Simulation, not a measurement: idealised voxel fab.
Proc. module: voxel plated lines
Cross-sectional view cut (width: 260 nm; square cell size: 5 nm).
If you're reading a cross-section in this doc, picture square cells in a grid; it comes to you as bands, top ones listed first down to the bottom, and a band can be one or more rows of cells.
It is stipulated that each band's entry specify, in nanometres, the height of the top of the band and then that of its bottom, followed by the materials of the band in left-to-right sequence, each together with its width in nanometres. A single material marked by the word "full width" is understood to fill the band from edge to edge; the word "empty" is understood to denote empty space.
Heights from 0 (as-received wafer is one material below). Bottom band endless downward, as "0 down".
It should be noted that a width expressed as "30 to 40" varies in equal increments from row to row of cells within the band, taking the value of the first number at the top row and that of the second number at the bottom row.
Key: "nothing altered" - step with no changed cell in the cross-section.
In the "Trapped cavities" entry, you get each enclosed empty space of 8 cells or more, one with no open way to the top, written width x height at distance, distance from the left edge, in nm.
Text after the settings on a step's line: the simulator's own remark on that step.
overlay nm, on a step with a mask: how far to the right of its planned place the mask lay; to the left if negative

**These are the steps we planned for the process**
1. op RECEIVE | material Si
2. op CONFORMAL_DEP | material SiN | thk nm 15
3. op DIRECTIONAL_DEP | material TiN | thk nm 5
4. op PATTERN | tone open | mask id LINES | material resist | width nm 15 | pitch nm 30 | thk nm 15 | overlay nm 0
5. op EPI | material Ru | thk nm 10
6. op STRIP | etch materials resist
7. op DIRECTIONAL_ETCH | etch materials TiN | depth nm 5
8. op CONFORMAL_DEP | material SiCN | thk nm 10

**The cross-section here shows the wafer as received, i.e. in its state after step 1**
  0 down = Si full width
  Trapped cavities: none

**End state of the module in cross-section, given the above starting point and plan and one mistake in execution**
  40 to 30 = SiCN full width
  30 to 20 = 90 Ru, then 15 SiCN, then 15 Ru, then 15 SiCN, then 15 Ru, then 15 SiCN, then 95 Ru
  20 to 15 = 90 TiN, then 15 SiCN, then 15 TiN, then 15 SiCN, then 15 TiN, then 15 SiCN, then 95 TiN
  15 to 0 = SiN full width
  0 down = Si full width
  Trapped cavities: none
Short version of what went wrong: for step 4, the planned setting was not used; the step was instead run as op PATTERN | tone cover | mask id LINES | material resist | width nm 15 | pitch nm 30 | thk nm 15 | overlay nm 0
